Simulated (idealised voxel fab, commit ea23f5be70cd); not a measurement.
process module | voxel transistor to metal
cross-section cut | 260 nm wide | cells 5 nm
A cross-section is a grid of square cells, given in bands from the top down. A band is one or more rows of cells.
Each band's line starts with the height of the band's top and of its bottom, in nm. Then come its materials from left to right, each with its width in nm. One material with "throughout" fills the band from edge to edge. "air" is empty space.
Height 0 is the level under which the wafer as received is all one material. The lowest band goes on downwards, as in "0 down".
A width such as "30 to 40" changes by the same amount from each row of cells to the next, from the band's top row to its bottom row.
"no change" after a step means that no cell of the cross-section changed.
closed voids: empty space of 8 cells or more with no open way to the top, each as width x height at its distance from the left edge, in nm
after a step's settings: what the simulator itself notes on the step
overlay nm, on a step with a mask: how far to the right of its planned place the mask lay; to the left if negative
plan
1 op RECEIVE | material Si
2 op CONFORMAL_DEP | material SiO2 | thk nm 5
3 op CONFORMAL_DEP | material SiN | thk nm 10
4 op DIRECTIONAL_DEP | material aC | thk nm 10
5 op PATTERN | tone cover | mask id ACTIVE | material resist | width nm 100 | pitch nm 130 | thk nm 30 | overlay nm 0
6 op DIRECTIONAL_ETCH | etch materials aC | depth nm 10
7 op STRIP | etch materials resist
8 op DIRECTIONAL_ETCH | etch materials SiN | depth nm 10
9 op DIRECTIONAL_ETCH | etch materials SiO2 | depth nm 5
10 op DIRECTIONAL_ETCH | etch materials Si | depth nm 25
11 op STRIP | etch materials aC
12 op OXIDIZE | depth nm 5
13 op FILL_DEP | material SiO2 | thk nm 5
14 op CMP | height nm 15
15 op SELECTIVE_ETCH | etch materials SiO2 | depth nm 10
16 op STRIP | etch materials SiN
17 op SELECTIVE_ETCH | etch materials SiO2 | depth nm 5
18 op OXIDIZE | depth nm 5
19 op DIRECTIONAL_DEP | material polySi | thk nm 30
20 op DIRECTIONAL_DEP | material SiCN | thk nm 15
21 op PATTERN | tone cover | mask id GATE | material resist | width nm 20 | pitch nm 130 | thk nm 15 | overlay nm 0
22 op DIRECTIONAL_ETCH | etch materials SiCN | depth nm 25
23 op DIRECTIONAL_ETCH | etch materials polySi | depth nm 40
24 op STRIP | etch materials resist
25 op CONFORMAL_DEP | material SiO2 | thk nm 5
26 op DIRECTIONAL_ETCH | etch materials SiO2 | depth nm 5
27 op CONFORMAL_DEP | material SiN | thk nm 10
28 op DIRECTIONAL_ETCH | etch materials SiN | depth nm 10
29 op DIRECTIONAL_ETCH | etch materials SiO2 | depth nm 5
30 op DIRECTIONAL_ETCH | etch materials Si | depth nm 15
31 op EPI | material pSi | thk nm 20
32 op FILL_DEP | material SiO2 | thk nm 10
33 op CMP | height nm 45
34 op DIRECTIONAL_DEP | material SiO2 | thk nm 10
35 op PATTERN | tone open | mask id CONTACT | material resist | width nm 15 | pitch nm 65 | thk nm 15 | overlay nm 0
36 op DIRECTIONAL_ETCH | etch materials SiO2 | depth nm 40
37 op STRIP | etch materials resist
38 op CONFORMAL_DEP | material TiN | thk nm 5
39 op FILL_DEP | material Ru | thk nm 5
40 op CMP | height nm 55
41 op CONFORMAL_DEP | material SiCN | thk nm 5
42 op DIRECTIONAL_DEP | material lowk | thk nm 15
43 op DIRECTIONAL_DEP | material aC | thk nm 15
44 op PATTERN | tone open | mask id METAL_1 | material resist | width nm 15 | pitch nm 65 | thk nm 30 | overlay nm 0
45 op DIRECTIONAL_ETCH | etch materials aC | depth nm 15
46 op STRIP | etch materials resist
47 op DIRECTIONAL_ETCH | etch materials lowk | depth nm 15
48 op DIRECTIONAL_ETCH | etch materials SiCN | depth nm 5
49 op STRIP | etch materials aC
50 op CONFORMAL_DEP | material TiN | thk nm 5
51 op FILL_DEP | material W | thk nm 10
52 op CMP | height nm 75
53 op EPI | material Ru | thk nm 5
54 op FILL_DEP | material SiCN | thk nm 5
as received, after step 1
  0 down: Si throughout
  closed voids: none
a wafer at the end: this start, this plan, one mistake
  85 to 80: SiCN throughout
  80 to 75: SiCN 20 | Ru 25 | SiCN 40 | Ru 25 | SiCN 40 | Ru 25 | SiCN 40 | Ru 25 | SiCN 20
  75 to 70: SiCN 25 | TiN 15 | SiCN 50 | TiN 15 | SiCN 50 | TiN 15 | SiCN 50 | TiN 15 | SiCN 25
  70 to 55: lowk throughout
  55 to 45: SiO2 25 | TiN 5 | Ru 5 | TiN 5 | SiO2 50 | TiN 5 | Ru 5 | TiN 5 | SiO2 50 | TiN 5 | Ru 5 | TiN 5 | SiO2 50 | TiN 5 | Ru 5 | TiN 5 | SiO2 25
  45 to 30: SiO2 25 | TiN 5 | Ru 5 | TiN 5 | SiN 10 | SiO2 5 | SiCN 20 | SiO2 5 | SiN 10 | TiN 5 | Ru 5 | TiN 5 | SiO2 50 | TiN 5 | Ru 5 | TiN 5 | SiN 10 | SiO2 5 | SiCN 20 | SiO2 5 | SiN 10 | TiN 5 | Ru 5 | TiN 5 | SiO2 25
  30 to 20: SiO2 25 | TiN 5 | Ru 5 | TiN 5 | SiN 10 | SiO2 5 | polySi 20 | SiO2 5 | SiN 10 | TiN 5 | Ru 5 | TiN 5 | SiO2 50 | TiN 5 | Ru 5 | TiN 5 | SiN 10 | SiO2 5 | polySi 20 | SiO2 5 | SiN 10 | TiN 5 | Ru 5 | TiN 5 | SiO2 25
  20 to 15: SiO2 25 | TiN 15 | SiN 10 | SiO2 5 | polySi 20 | SiO2 5 | SiN 10 | TiN 15 | SiO2 50 | TiN 15 | SiN 10 | SiO2 5 | polySi 20 | SiO2 5 | SiN 10 | TiN 15 | SiO2 25
  15 to 0: SiO2 20 | pSi 20 | SiN 10 | SiO2 5 | polySi 20 | SiO2 5 | SiN 10 | pSi 20 | SiO2 40 | pSi 20 | SiN 10 | SiO2 5 | polySi 20 | SiO2 5 | SiN 10 | pSi 20 | SiO2 20
  0 to -5: SiO2 15 | pSi 25 | SiO2 50 | pSi 25 | SiO2 30 | pSi 25 | SiO2 50 | pSi 25 | SiO2 15
  -5 to -20: SiO2 20 | pSi 20 | Si 50 | pSi 20 | SiO2 40 | pSi 20 | Si 50 | pSi 20 | SiO2 20
  -20 to -30: SiO2 20 | Si 90 | SiO2 40 | Si 90 | SiO2 20
  -30 down: Si throughout
  closed voids: none
what went wrong: steps 41 and 42 were swapped
